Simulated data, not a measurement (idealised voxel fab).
process module | voxel transistor to metal
cross-section cut | 200 nm wide | cells 5 nm
A cross-section is a grid of square cells, given in bands from the top down. A band is one or more rows of cells.
Each band's line starts with the height of the band's top and of its bottom, in nm. Then come its materials from left to right, each with its width in nm. One material with "throughout" fills the band from edge to edge. "air" is empty space.
Height 0 is the level under which the wafer as received is all one material. The lowest band goes on downwards, as in "0 down".
A width such as "30 to 40" changes by the same amount from each row of cells to the next, from the band's top row to its bottom row.
"no change" after a step means that no cell of the cross-section changed.
closed voids: empty space of 8 cells or more with no open way to the top, each as width x height at its distance from the left edge, in nm
after a step's settings: what the simulator itself notes on the step
overlay nm, on a step with a mask: how far to the right of its planned place the mask lay; to the left if negative
plan
1 op RECEIVE | material Si
2 op CONFORMAL_DEP | material SiO2 | thk nm 5
3 op CONFORMAL_DEP | material SiN | thk nm 15
4 op DIRECTIONAL_DEP | material aC | thk nm 10
5 op PATTERN | tone cover | mask id ACTIVE | material resist | width nm 110 | thk nm 30 | overlay nm 0
6 op DIRECTIONAL_ETCH | etch materials aC | depth nm 10
7 op STRIP | etch materials resist
8 op DIRECTIONAL_ETCH | etch materials SiN | depth nm 15
9 op DIRECTIONAL_ETCH | etch materials SiO2 | depth nm 5
10 op DIRECTIONAL_ETCH | etch materials Si | depth nm 30
11 op STRIP | etch materials aC
12 op OXIDIZE | depth nm 5
13 op FILL_DEP | material SiO2 | thk nm 15
14 op CMP | height nm 20
15 op SELECTIVE_ETCH | etch materials SiO2 | depth nm 10
16 op STRIP | etch materials SiN
17 op SELECTIVE_ETCH | etch materials SiO2 | depth nm 5
18 op OXIDIZE | depth nm 5
19 op DIRECTIONAL_DEP | material polySi | thk nm 25
20 op DIRECTIONAL_DEP | material SiCN | thk nm 10
21 op MASKED_ETCH | tone cover | mask id GATE | width nm 20 | etch materials SiCN | depth nm 20 | overlay nm 0
22 op MASKED_ETCH | tone cover | mask id GATE | width nm 20 | etch materials polySi | depth nm 35 | overlay nm 0
23 op CONFORMAL_DEP | material SiO2 | thk nm 5
24 op DIRECTIONAL_ETCH | etch materials SiO2 | depth nm 5
25 op CONFORMAL_DEP | material SiN | thk nm 5
26 op DIRECTIONAL_ETCH | etch materials SiN | depth nm 5
27 op DIRECTIONAL_ETCH | etch materials SiO2 | depth nm 5
28 op DIRECTIONAL_ETCH | etch materials Si | depth nm 15
29 op EPI | material nSi | thk nm 15
30 op FILL_DEP | material SiO2 | thk nm 10
31 op CMP | height nm 35
32 op DIRECTIONAL_DEP | material SiO2 | thk nm 10
33 op DIRECTIONAL_DEP | material aC | thk nm 15
34 op PATTERN | tone open | mask id CONTACT | material resist | width nm 15 | pitch nm 75 | thk nm 35 | overlay nm 0
35 op DIRECTIONAL_ETCH | etch materials aC | depth nm 15
36 op STRIP | etch materials resist
37 op DIRECTIONAL_ETCH | etch materials SiO2 | depth nm 50
38 op STRIP | etch materials aC
39 op CONFORMAL_DEP | material TiN | thk nm 5
40 op FILL_DEP | material Ru | thk nm 10
41 op CMP | height nm 45
42 op DIRECTIONAL_DEP | material TiN | thk nm 5
43 op DIRECTIONAL_DEP | material Ru | thk nm 15
44 op DIRECTIONAL_DEP | material aC | thk nm 10
45 op PATTERN | tone cover | mask id METAL_1 | material resist | width nm 15 | pitch nm 75 | thk nm 30 | overlay nm 0
46 op DIRECTIONAL_ETCH | etch materials aC | depth nm 10
47 op STRIP | etch materials resist
48 op DIRECTIONAL_ETCH | etch materials Ru | depth nm 15
49 op DIRECTIONAL_ETCH | etch materials TiN | depth nm 5
50 op STRIP | etch materials aC
51 op FILL_DEP | material SiO2 | thk nm 10
52 op CMP | height nm 65
53 op CONFORMAL_DEP | material SiCN | thk nm 5
54 op DIRECTIONAL_DEP | material SiO2 | thk nm 30
55 op DIRECTIONAL_DEP | material aC | thk nm 15
56 op PATTERN | tone open | mask id METAL_2 | material resist | width nm 15 | pitch nm 75 | thk nm 30 | overlay nm 0
57 op DIRECTIONAL_ETCH | etch materials aC | depth nm 15
58 op STRIP | etch materials resist
59 op DIRECTIONAL_ETCH | etch materials SiO2 | depth nm 20
60 op STRIP | etch materials aC
61 op PATTERN | tone open | mask id METAL_2_HOLES | material resist | width nm 15 | pitch nm 75 | thk nm 20 | overlay nm 0
62 op DIRECTIONAL_ETCH | etch materials SiO2 | depth nm 10
63 op DIRECTIONAL_ETCH | etch materials SiCN | depth nm 5
64 op STRIP | etch materials resist
65 op CONFORMAL_DEP | material TiN | thk nm 5
66 op FILL_DEP | material Cu | thk nm 5
67 op CMP | height nm 100
68 op CONFORMAL_DEP | material SiN | thk nm 5
first wafer, as planned
as received, after step 1
  0 down: Si throughout
  closed voids: none
after step 2
  5 to 0: SiO2 throughout
  below 0: unchanged
after step 3
  20 to 5: SiN throughout
  below 5: unchanged
after step 4
  30 to 20: aC throughout
  below 20: unchanged
after step 5
  60 to 30: air 45 | resist 110 | air 45
  below 30: unchanged
after step 6
  50 to 30: air 45 | resist 110 | air 45
  30 to 20: air 45 | aC 110 | air 45
  below 20: unchanged
after step 7
  30 to 20: air 45 | aC 110 | air 45
  below 20: unchanged
after step 8
  30 to 20: air 45 | aC 110 | air 45
  20 to 5: air 45 | SiN 110 | air 45
  below 5: unchanged
after step 9
  30 to 20: air 45 | aC 110 | air 45
  20 to 5: air 45 | SiN 110 | air 45
  5 to 0: air 45 | SiO2 110 | air 45
  below 0: unchanged
after step 10
  30 to 20: air 45 | aC 110 | air 45
  20 to 5: air 45 | SiN 110 | air 45
  5 to 0: air 45 | SiO2 110 | air 45
  0 to -30: air 45 | Si 110 | air 45
  below -30: unchanged
after step 11
  20 to 5: air 45 | SiN 110 | air 45
  below 5: unchanged
after step 12
  20 to 5: air 45 | SiN 110 | air 45
  5 to 0: air 45 | SiO2 110 | air 45
  0 to -30: air 45 | SiO2 5 | Si 100 | SiO2 5 | air 45
  -30 to -35: SiO2 50 | Si 100 | SiO2 50
  below -35: unchanged
after step 13
  35 to 20: SiO2 throughout
  20 to 5: SiO2 45 | SiN 110 | SiO2 45
  5 to 0: SiO2 throughout
  0 to -35: SiO2 50 | Si 100 | SiO2 50
  below -35: unchanged
after step 14
  20 to 5: SiO2 45 | SiN 110 | SiO2 45
  below 5: unchanged
after step 15
  20 to 10: air 45 | SiN 110 | air 45
  below 10: unchanged
after step 16
  10 to 5: SiO2 45 | air 110 | SiO2 45
  below 5: unchanged
after step 17
  5 to 0: SiO2 40 | air 120 | SiO2 40
  below 0: unchanged
after step 18
  5 to 0: SiO2 40 | air 120 | SiO2 40
  0 to -5: SiO2 throughout
  below -5: unchanged
after step 19
  30 to 25: polySi 40 | air 120 | polySi 40
  25 to 5: polySi throughout
  5 to 0: SiO2 40 | polySi 120 | SiO2 40
  below 0: unchanged
after step 20
  40 to 35: SiCN 40 | air 120 | SiCN 40
  35 to 30: SiCN throughout
  30 to 25: polySi 40 | SiCN 120 | polySi 40
  below 25: unchanged
after step 21
  35 to 30: air 90 | SiCN 20 | air 90
  30 to 25: polySi 40 | air 50 | SiCN 20 | air 50 | polySi 40
  below 25: unchanged
after step 22
  35 to 25: air 90 | SiCN 20 | air 90
  25 to 5: air 90 | polySi 20 | air 90
  5 to 0: SiO2 40 | air 50 | polySi 20 | air 50 | SiO2 40
  below 0: unchanged
after step 23
  40 to 35: air 85 | SiO2 30 | air 85
  35 to 25: air 85 | SiO2 5 | SiCN 20 | SiO2 5 | air 85
  25 to 10: air 85 | SiO2 5 | polySi 20 | SiO2 5 | air 85
  10 to 5: SiO2 45 | air 40 | SiO2 5 | polySi 20 | SiO2 5 | air 40 | SiO2 45
  5 to 0: SiO2 90 | polySi 20 | SiO2 90
  below 0: unchanged
after step 24
  35 to 25: air 85 | SiO2 5 | SiCN 20 | SiO2 5 | air 85
  25 to 5: air 85 | SiO2 5 | polySi 20 | SiO2 5 | air 85
  5 to 0: SiO2 45 | air 40 | SiO2 5 | polySi 20 | SiO2 5 | air 40 | SiO2 45
  below 0: unchanged
after step 25
  40 to 35: air 80 | SiN 40 | air 80
  35 to 25: air 80 | SiN 5 | SiO2 5 | SiCN 20 | SiO2 5 | SiN 5 | air 80
  25 to 10: air 80 | SiN 5 | SiO2 5 | polySi 20 | SiO2 5 | SiN 5 | air 80
  10 to 5: SiN 50 | air 30 | SiN 5 | SiO2 5 | polySi 20 | SiO2 5 | SiN 5 | air 30 | SiN 50
  5 to 0: SiO2 45 | SiN 40 | SiO2 5 | polySi 20 | SiO2 5 | SiN 40 | SiO2 45
  below 0: unchanged
after step 26
  35 to 25: air 80 | SiN 5 | SiO2 5 | SiCN 20 | SiO2 5 | SiN 5 | air 80
  25 to 5: air 80 | SiN 5 | SiO2 5 | polySi 20 | SiO2 5 | SiN 5 | air 80
  5 to 0: SiO2 45 | SiN 5 | air 30 | SiN 5 | SiO2 5 | polySi 20 | SiO2 5 | SiN 5 | air 30 | SiN 5 | SiO2 45
  below 0: unchanged
after step 27
  35 to 30: air 80 | SiN 5 | air 5 | SiCN 20 | air 5 | SiN 5 | air 80
  30 to 25: air 80 | SiN 5 | SiO2 5 | SiCN 20 | SiO2 5 | SiN 5 | air 80
  25 to 5: air 80 | SiN 5 | SiO2 5 | polySi 20 | SiO2 5 | SiN 5 | air 80
  5 to 0: air 45 | SiN 5 | air 30 | SiN 5 | SiO2 5 | polySi 20 | SiO2 5 | SiN 5 | air 30 | SiN 5 | air 45
  0 to -5: SiO2 50 | air 30 | SiO2 40 | air 30 | SiO2 50
  below -5: unchanged
after step 28
  35 to 30: air 80 | SiN 5 | air 5 | SiCN 20 | air 5 | SiN 5 | air 80
  30 to 25: air 80 | SiN 5 | SiO2 5 | SiCN 20 | SiO2 5 | SiN 5 | air 80
  25 to 5: air 80 | SiN 5 | SiO2 5 | polySi 20 | SiO2 5 | SiN 5 | air 80
  5 to 0: air 45 | SiN 5 | air 30 | SiN 5 | SiO2 5 | polySi 20 | SiO2 5 | SiN 5 | air 30 | SiN 5 | air 45
  0 to -5: SiO2 50 | air 30 | SiO2 40 | air 30 | SiO2 50
  -5 to -20: SiO2 50 | air 30 | Si 40 | air 30 | SiO2 50
  below -20: unchanged
after step 29
  35 to 30: air 80 | SiN 5 | air 5 | SiCN 20 | air 5 | SiN 5 | air 80
  30 to 25: air 80 | SiN 5 | SiO2 5 | SiCN 20 | SiO2 5 | SiN 5 | air 80
  25 to 10: air 80 | SiN 5 | SiO2 5 | polySi 20 | SiO2 5 | SiN 5 | air 80
  10 to 5: air 65 | nSi 15 | SiN 5 | SiO2 5 | polySi 20 | SiO2 5 | SiN 5 | nSi 15 | air 65
  5 to 0: air 45 | SiN 5 | air 15 | nSi 15 | SiN 5 | SiO2 5 | polySi 20 | SiO2 5 | SiN 5 | nSi 15 | air 15 | SiN 5 | air 45
  0 to -5: SiO2 50 | air 15 | nSi 15 | SiO2 40 | nSi 15 | air 15 | SiO2 50
  -5 to -20: SiO2 50 | nSi 30 | Si 40 | nSi 30 | SiO2 50
  below -20: unchanged
after step 30
  45 to 35: SiO2 throughout
  35 to 25: SiO2 80 | SiN 5 | SiO2 5 | SiCN 20 | SiO2 5 | SiN 5 | SiO2 80
  25 to 10: SiO2 80 | SiN 5 | SiO2 5 | polySi 20 | SiO2 5 | SiN 5 | SiO2 80
  10 to 5: SiO2 65 | nSi 15 | SiN 5 | SiO2 5 | polySi 20 | SiO2 5 | SiN 5 | nSi 15 | SiO2 65
  5 to 0: SiO2 45 | SiN 5 | SiO2 15 | nSi 15 | SiN 5 | SiO2 5 | polySi 20 | SiO2 5 | SiN 5 | nSi 15 | SiO2 15 | SiN 5 | SiO2 45
  0 to -5: SiO2 65 | nSi 15 | SiO2 40 | nSi 15 | SiO2 65
  below -5: unchanged
after step 31
  35 to 25: SiO2 80 | SiN 5 | SiO2 5 | SiCN 20 | SiO2 5 | SiN 5 | SiO2 80
  below 25: unchanged
after step 32
  45 to 35: SiO2 throughout
  below 35: unchanged
after step 33
  60 to 45: aC throughout
  below 45: unchanged
after step 34
  95 to 60: resist 55 | air 15 | resist 60 | air 15 | resist 55
  below 60: unchanged
after step 35
  80 to 60: resist 55 | air 15 | resist 60 | air 15 | resist 55
  60 to 45: aC 55 | air 15 | aC 60 | air 15 | aC 55
  below 45: unchanged
after step 36
  60 to 45: aC 55 | air 15 | aC 60 | air 15 | aC 55
  below 45: unchanged
after step 37
  60 to 45: aC 55 | air 15 | aC 60 | air 15 | aC 55
  45 to 35: SiO2 55 | air 15 | SiO2 60 | air 15 | SiO2 55
  35 to 25: SiO2 55 | air 15 | SiO2 10 | SiN 5 | SiO2 5 | SiCN 20 | SiO2 5 | SiN 5 | SiO2 10 | air 15 | SiO2 55
  25 to 10: SiO2 55 | air 15 | SiO2 10 | SiN 5 | SiO2 5 | polySi 20 | SiO2 5 | SiN 5 | SiO2 10 | air 15 | SiO2 55
  10 to 5: SiO2 55 | air 10 | nSi 15 | SiN 5 | SiO2 5 | polySi 20 | SiO2 5 | SiN 5 | nSi 15 | air 10 | SiO2 55
  5 to 0: SiO2 45 | SiN 5 | SiO2 5 | air 10 | nSi 15 | SiN 5 | SiO2 5 | polySi 20 | SiO2 5 | SiN 5 | nSi 15 | air 10 | SiO2 5 | SiN 5 | SiO2 45
  0 to -5: SiO2 55 | air 10 | nSi 15 | SiO2 40 | nSi 15 | air 10 | SiO2 55
  below -5: unchanged
after step 38
  45 to 35: SiO2 55 | air 15 | SiO2 60 | air 15 | SiO2 55
  below 35: unchanged
after step 39
  50 to 45: TiN 60 | air 5 | TiN 70 | air 5 | TiN 60
  45 to 35: SiO2 55 | TiN 5 | air 5 | TiN 5 | SiO2 60 | TiN 5 | air 5 | TiN 5 | SiO2 55
  35 to 25: SiO2 55 | TiN 5 | air 5 | TiN 5 | SiO2 10 | SiN 5 | SiO2 5 | SiCN 20 | SiO2 5 | SiN 5 | SiO2 10 | TiN 5 | air 5 | TiN 5 | SiO2 55
  25 to 15: SiO2 55 | TiN 5 | air 5 | TiN 5 | SiO2 10 | SiN 5 | SiO2 5 | polySi 20 | SiO2 5 | SiN 5 | SiO2 10 | TiN 5 | air 5 | TiN 5 | SiO2 55
  15 to 10: SiO2 55 | TiN 15 | SiO2 10 | SiN 5 | SiO2 5 | polySi 20 | SiO2 5 | SiN 5 | SiO2 10 | TiN 15 | SiO2 55
  10 to 5: SiO2 55 | TiN 10 | nSi 15 | SiN 5 | SiO2 5 | polySi 20 | SiO2 5 | SiN 5 | nSi 15 | TiN 10 | SiO2 55
  5 to 0: SiO2 45 | SiN 5 | SiO2 5 | TiN 10 | nSi 15 | SiN 5 | SiO2 5 | polySi 20 | SiO2 5 | SiN 5 | nSi 15 | TiN 10 | SiO2 5 | SiN 5 | SiO2 45
  0 to -5: SiO2 55 | TiN 10 | nSi 15 | SiO2 40 | nSi 15 | TiN 10 | SiO2 55
  below -5: unchanged
after step 40
  60 to 50: Ru throughout
  50 to 45: TiN 60 | Ru 5 | TiN 70 | Ru 5 | TiN 60
  45 to 35: SiO2 55 | TiN 5 | Ru 5 | TiN 5 | SiO2 60 | TiN 5 | Ru 5 | TiN 5 | SiO2 55
  35 to 25: SiO2 55 | TiN 5 | Ru 5 | TiN 5 | SiO2 10 | SiN 5 | SiO2 5 | SiCN 20 | SiO2 5 | SiN 5 | SiO2 10 | TiN 5 | Ru 5 | TiN 5 | SiO2 55
  25 to 15: SiO2 55 | TiN 5 | Ru 5 | TiN 5 | SiO2 10 | SiN 5 | SiO2 5 | polySi 20 | SiO2 5 | SiN 5 | SiO2 10 | TiN 5 | Ru 5 | TiN 5 | SiO2 55
  below 15: unchanged
after step 41
  45 to 35: SiO2 55 | TiN 5 | Ru 5 | TiN 5 | SiO2 60 | TiN 5 | Ru 5 | TiN 5 | SiO2 55
  below 35: unchanged
after step 42
  50 to 45: TiN throughout
  below 45: unchanged
after step 43
  65 to 50: Ru throughout
  below 50: unchanged
after step 44
  75 to 65: aC throughout
  below 65: unchanged
after step 45
  105 to 75: air 55 | resist 15 | air 60 | resist 15 | air 55
  below 75: unchanged
after step 46
  95 to 75: air 55 | resist 15 | air 60 | resist 15 | air 55
  75 to 65: air 55 | aC 15 | air 60 | aC 15 | air 55
  below 65: unchanged
after step 47
  75 to 65: air 55 | aC 15 | air 60 | aC 15 | air 55
  below 65: unchanged
after step 48
  75 to 65: air 55 | aC 15 | air 60 | aC 15 | air 55
  65 to 50: air 55 | Ru 15 | air 60 | Ru 15 | air 55
  below 50: unchanged
after step 49
  75 to 65: air 55 | aC 15 | air 60 | aC 15 | air 55
  65 to 50: air 55 | Ru 15 | air 60 | Ru 15 | air 55
  50 to 45: air 55 | TiN 15 | air 60 | TiN 15 | air 55
  below 45: unchanged
after step 50
  65 to 50: air 55 | Ru 15 | air 60 | Ru 15 | air 55
  below 50: unchanged
after step 51
  75 to 65: SiO2 throughout
  65 to 50: SiO2 55 | Ru 15 | SiO2 60 | Ru 15 | SiO2 55
  50 to 45: SiO2 55 | TiN 15 | SiO2 60 | TiN 15 | SiO2 55
  below 45: unchanged
after step 52
  65 to 50: SiO2 55 | Ru 15 | SiO2 60 | Ru 15 | SiO2 55
  below 50: unchanged
after step 53
  70 to 65: SiCN throughout
  below 65: unchanged
after step 54
  100 to 70: SiO2 throughout
  below 70: unchanged
after step 55
  115 to 100: aC throughout
  below 100: unchanged
after step 56
  145 to 115: resist 55 | air 15 | resist 60 | air 15 | resist 55
  below 115: unchanged
after step 57
  130 to 115: resist 55 | air 15 | resist 60 | air 15 | resist 55
  115 to 100: aC 55 | air 15 | aC 60 | air 15 | aC 55
  below 100: unchanged
after step 58
  115 to 100: aC 55 | air 15 | aC 60 | air 15 | aC 55
  below 100: unchanged
after step 59
  115 to 100: aC 55 | air 15 | aC 60 | air 15 | aC 55
  100 to 80: SiO2 55 | air 15 | SiO2 60 | air 15 | SiO2 55
  below 80: unchanged
after step 60
  100 to 80: SiO2 55 | air 15 | SiO2 60 | air 15 | SiO2 55
  below 80: unchanged
after step 61
  120 to 100: resist 55 | air 15 | resist 60 | air 15 | resist 55
  below 100: unchanged
after step 62
  120 to 100: resist 55 | air 15 | resist 60 | air 15 | resist 55
  100 to 70: SiO2 55 | air 15 | SiO2 60 | air 15 | SiO2 55
  below 70: unchanged
after step 63
  120 to 100: resist 55 | air 15 | resist 60 | air 15 | resist 55
  100 to 70: SiO2 55 | air 15 | SiO2 60 | air 15 | SiO2 55
  70 to 65: SiCN 55 | air 15 | SiCN 60 | air 15 | SiCN 55
  below 65: unchanged
after step 64
  100 to 70: SiO2 55 | air 15 | SiO2 60 | air 15 | SiO2 55
  below 70: unchanged
after step 65
  105 to 100: TiN 60 | air 5 | TiN 70 | air 5 | TiN 60
  100 to 70: SiO2 55 | TiN 5 | air 5 | TiN 5 | SiO2 60 | TiN 5 | air 5 | TiN 5 | SiO2 55
  70 to 65: SiCN 55 | TiN 15 | SiCN 60 | TiN 15 | SiCN 55
  below 65: unchanged
after step 66
  110 to 105: Cu throughout
  105 to 100: TiN 60 | Cu 5 | TiN 70 | Cu 5 | TiN 60
  100 to 70: SiO2 55 | TiN 5 | Cu 5 | TiN 5 | SiO2 60 | TiN 5 | Cu 5 | TiN 5 | SiO2 55
  below 70: unchanged
after step 67
  100 to 70: SiO2 55 | TiN 5 | Cu 5 | TiN 5 | SiO2 60 | TiN 5 | Cu 5 | TiN 5 | SiO2 55
  below 70: unchanged
after step 68
  105 to 100: SiN throughout
  below 100: unchanged
second wafer: like start, like plan, one mistake. Through step 27 it matches the first wafer
when step 28 should have ended
  35 to 30: air 80 | SiN 5 | air 5 | SiCN 20 | air 5 | SiN 5 | air 80
  30 to 25: air 80 | SiN 5 | SiO2 5 | SiCN 20 | SiO2 5 | SiN 5 | air 80
  25 to 5: air 80 | SiN 5 | SiO2 5 | polySi 20 | SiO2 5 | SiN 5 | air 80
  5 to 0: air 45 | SiN 5 | air 30 | SiN 5 | SiO2 5 | polySi 20 | SiO2 5 | SiN 5 | air 30 | SiN 5 | air 45
  0 to -5: SiO2 50 | air 30 | SiO2 40 | air 30 | SiO2 50
  -5 to -15: SiO2 50 | air 30 | Si 40 | air 30 | SiO2 50
  below -15: unchanged
when step 29 should have ended
  35 to 30: air 80 | SiN 5 | air 5 | SiCN 20 | air 5 | SiN 5 | air 80
  30 to 25: air 80 | SiN 5 | SiO2 5 | SiCN 20 | SiO2 5 | SiN 5 | air 80
  25 to 10: air 80 | SiN 5 | SiO2 5 | polySi 20 | SiO2 5 | SiN 5 | air 80
  10 to 5: air 65 | nSi 15 | SiN 5 | SiO2 5 | polySi 20 | SiO2 5 | SiN 5 | nSi 15 | air 65
  5 to 0: air 45 | SiN 5 | air 15 | nSi 15 | SiN 5 | SiO2 5 | polySi 20 | SiO2 5 | SiN 5 | nSi 15 | air 15 | SiN 5 | air 45
  0 to -5: SiO2 50 | nSi 30 | SiO2 40 | nSi 30 | SiO2 50
  -5 to -15: SiO2 50 | nSi 30 | Si 40 | nSi 30 | SiO2 50
  below -15: unchanged
when step 30 should have ended
  45 to 35: SiO2 throughout
  35 to 25: SiO2 80 | SiN 5 | SiO2 5 | SiCN 20 | SiO2 5 | SiN 5 | SiO2 80
  25 to 10: SiO2 80 | SiN 5 | SiO2 5 | polySi 20 | SiO2 5 | SiN 5 | SiO2 80
  10 to 5: SiO2 65 | nSi 15 | SiN 5 | SiO2 5 | polySi 20 | SiO2 5 | SiN 5 | nSi 15 | SiO2 65
  5 to 0: SiO2 45 | SiN 5 | SiO2 15 | nSi 15 | SiN 5 | SiO2 5 | polySi 20 | SiO2 5 | SiN 5 | nSi 15 | SiO2 15 | SiN 5 | SiO2 45
  below 0: unchanged
when step 31 should have ended
  35 to 25: SiO2 80 | SiN 5 | SiO2 5 | SiCN 20 | SiO2 5 | SiN 5 | SiO2 80
  below 25: unchanged
when step 32 should have ended
  45 to 35: SiO2 throughout
  below 35: unchanged
when step 33 should have ended
  60 to 45: aC throughout
  below 45: unchanged
when step 34 should have ended
  95 to 60: resist 55 | air 15 | resist 60 | air 15 | resist 55
  below 60: unchanged
when step 35 should have ended
  80 to 60: resist 55 | air 15 | resist 60 | air 15 | resist 55
  60 to 45: aC 55 | air 15 | aC 60 | air 15 | aC 55
  below 45: unchanged
when step 36 should have ended
  60 to 45: aC 55 | air 15 | aC 60 | air 15 | aC 55
  below 45: unchanged
when step 37 should have ended
  60 to 45: aC 55 | air 15 | aC 60 | air 15 | aC 55
  45 to 35: SiO2 55 | air 15 | SiO2 60 | air 15 | SiO2 55
  35 to 25: SiO2 55 | air 15 | SiO2 10 | SiN 5 | SiO2 5 | SiCN 20 | SiO2 5 | SiN 5 | SiO2 10 | air 15 | SiO2 55
  25 to 10: SiO2 55 | air 15 | SiO2 10 | SiN 5 | SiO2 5 | polySi 20 | SiO2 5 | SiN 5 | SiO2 10 | air 15 | SiO2 55
  10 to 5: SiO2 55 | air 10 | nSi 15 | SiN 5 | SiO2 5 | polySi 20 | SiO2 5 | SiN 5 | nSi 15 | air 10 | SiO2 55
  5 to 0: SiO2 45 | SiN 5 | SiO2 5 | air 10 | nSi 15 | SiN 5 | SiO2 5 | polySi 20 | SiO2 5 | SiN 5 | nSi 15 | air 10 | SiO2 5 | SiN 5 | SiO2 45
  below 0: unchanged
when step 38 should have ended
  45 to 35: SiO2 55 | air 15 | SiO2 60 | air 15 | SiO2 55
  below 35: unchanged
when step 39 should have ended
  50 to 45: TiN 60 | air 5 | TiN 70 | air 5 | TiN 60
  45 to 35: SiO2 55 | TiN 5 | air 5 | TiN 5 | SiO2 60 | TiN 5 | air 5 | TiN 5 | SiO2 55
  35 to 25: SiO2 55 | TiN 5 | air 5 | TiN 5 | SiO2 10 | SiN 5 | SiO2 5 | SiCN 20 | SiO2 5 | SiN 5 | SiO2 10 | TiN 5 | air 5 | TiN 5 | SiO2 55
  25 to 15: SiO2 55 | TiN 5 | air 5 | TiN 5 | SiO2 10 | SiN 5 | SiO2 5 | polySi 20 | SiO2 5 | SiN 5 | SiO2 10 | TiN 5 | air 5 | TiN 5 | SiO2 55
  15 to 10: SiO2 55 | TiN 15 | SiO2 10 | SiN 5 | SiO2 5 | polySi 20 | SiO2 5 | SiN 5 | SiO2 10 | TiN 15 | SiO2 55
  10 to 5: SiO2 55 | TiN 10 | nSi 15 | SiN 5 | SiO2 5 | polySi 20 | SiO2 5 | SiN 5 | nSi 15 | TiN 10 | SiO2 55
  5 to 0: SiO2 45 | SiN 5 | SiO2 5 | TiN 10 | nSi 15 | SiN 5 | SiO2 5 | polySi 20 | SiO2 5 | SiN 5 | nSi 15 | TiN 10 | SiO2 5 | SiN 5 | SiO2 45
  below 0: unchanged
when step 40 should have ended
  60 to 50: Ru throughout
  50 to 45: TiN 60 | Ru 5 | TiN 70 | Ru 5 | TiN 60
  45 to 35: SiO2 55 | TiN 5 | Ru 5 | TiN 5 | SiO2 60 | TiN 5 | Ru 5 | TiN 5 | SiO2 55
  35 to 25: SiO2 55 | TiN 5 | Ru 5 | TiN 5 | SiO2 10 | SiN 5 | SiO2 5 | SiCN 20 | SiO2 5 | SiN 5 | SiO2 10 | TiN 5 | Ru 5 | TiN 5 | SiO2 55
  25 to 15: SiO2 55 | TiN 5 | Ru 5 | TiN 5 | SiO2 10 | SiN 5 | SiO2 5 | polySi 20 | SiO2 5 | SiN 5 | SiO2 10 | TiN 5 | Ru 5 | TiN 5 | SiO2 55
  below 15: unchanged
when step 41 should have ended
  45 to 35: SiO2 55 | TiN 5 | Ru 5 | TiN 5 | SiO2 60 | TiN 5 | Ru 5 | TiN 5 | SiO2 55
  below 35: unchanged
when step 42 should have ended
  50 to 45: TiN throughout
  below 45: unchanged
when step 43 should have ended
  65 to 50: Ru throughout
  below 50: unchanged
when step 44 should have ended
  75 to 65: aC throughout
  below 65: unchanged
when step 45 should have ended
  105 to 75: air 55 | resist 15 | air 60 | resist 15 | air 55
  below 75: unchanged
when step 46 should have ended
  95 to 75: air 55 | resist 15 | air 60 | resist 15 | air 55
  75 to 65: air 55 | aC 15 | air 60 | aC 15 | air 55
  below 65: unchanged
when step 47 should have ended
  75 to 65: air 55 | aC 15 | air 60 | aC 15 | air 55
  below 65: unchanged
when step 48 should have ended
  75 to 65: air 55 | aC 15 | air 60 | aC 15 | air 55
  65 to 50: air 55 | Ru 15 | air 60 | Ru 15 | air 55
  below 50: unchanged
when step 49 should have ended
  75 to 65: air 55 | aC 15 | air 60 | aC 15 | air 55
  65 to 50: air 55 | Ru 15 | air 60 | Ru 15 | air 55
  50 to 45: air 55 | TiN 15 | air 60 | TiN 15 | air 55
  below 45: unchanged
when step 50 should have ended
  65 to 50: air 55 | Ru 15 | air 60 | Ru 15 | air 55
  below 50: unchanged
when step 51 should have ended
  75 to 65: SiO2 throughout
  65 to 50: SiO2 55 | Ru 15 | SiO2 60 | Ru 15 | SiO2 55
  50 to 45: SiO2 55 | TiN 15 | SiO2 60 | TiN 15 | SiO2 55
  below 45: unchanged
when step 52 should have ended
  65 to 50: SiO2 55 | Ru 15 | SiO2 60 | Ru 15 | SiO2 55
  below 50: unchanged
when step 53 should have ended
  70 to 65: SiCN throughout
  below 65: unchanged
when step 54 should have ended
  100 to 70: SiO2 throughout
  below 70: unchanged
when step 55 should have ended
  115 to 100: aC throughout
  below 100: unchanged
when step 56 should have ended
  145 to 115: resist 55 | air 15 | resist 60 | air 15 | resist 55
  below 115: unchanged
when step 57 should have ended
  130 to 115: resist 55 | air 15 | resist 60 | air 15 | resist 55
  115 to 100: aC 55 | air 15 | aC 60 | air 15 | aC 55
  below 100: unchanged
when step 58 should have ended
  115 to 100: aC 55 | air 15 | aC 60 | air 15 | aC 55
  below 100: unchanged
when step 59 should have ended
  115 to 100: aC 55 | air 15 | aC 60 | air 15 | aC 55
  100 to 80: SiO2 55 | air 15 | SiO2 60 | air 15 | SiO2 55
  below 80: unchanged
when step 60 should have ended
  100 to 80: SiO2 55 | air 15 | SiO2 60 | air 15 | SiO2 55
  below 80: unchanged
when step 61 should have ended
  120 to 100: resist 55 | air 15 | resist 60 | air 15 | resist 55
  below 100: unchanged
when step 62 should have ended
  120 to 100: resist 55 | air 15 | resist 60 | air 15 | resist 55
  100 to 70: SiO2 55 | air 15 | SiO2 60 | air 15 | SiO2 55
  below 70: unchanged
when step 63 should have ended
  120 to 100: resist 55 | air 15 | resist 60 | air 15 | resist 55
  100 to 70: SiO2 55 | air 15 | SiO2 60 | air 15 | SiO2 55
  70 to 65: SiCN 55 | air 15 | SiCN 60 | air 15 | SiCN 55
  below 65: unchanged
when step 64 should have ended
  100 to 70: SiO2 55 | air 15 | SiO2 60 | air 15 | SiO2 55
  below 70: unchanged
when step 65 should have ended
  105 to 100: TiN 60 | air 5 | TiN 70 | air 5 | TiN 60
  100 to 70: SiO2 55 | TiN 5 | air 5 | TiN 5 | SiO2 60 | TiN 5 | air 5 | TiN 5 | SiO2 55
  70 to 65: SiCN 55 | TiN 15 | SiCN 60 | TiN 15 | SiCN 55
  below 65: unchanged
when step 66 should have ended
  110 to 105: Cu throughout
  105 to 100: TiN 60 | Cu 5 | TiN 70 | Cu 5 | TiN 60
  100 to 70: SiO2 55 | TiN 5 | Cu 5 | TiN 5 | SiO2 60 | TiN 5 | Cu 5 | TiN 5 | SiO2 55
  below 70: unchanged
when step 67 should have ended
  100 to 70: SiO2 55 | TiN 5 | Cu 5 | TiN 5 | SiO2 60 | TiN 5 | Cu 5 | TiN 5 | SiO2 55
  below 70: unchanged
when step 68 should have ended
  105 to 100: SiN throughout
  below 100: unchanged
what went wrong: step 28 ran as: op DIRECTIONAL_ETCH | etch materials Si | depth nm 10
at the end the second wafer has, in cells: 12 more of Si | 2 fewer of SiO2 | 4 fewer of TiN | 6 fewer of nSi
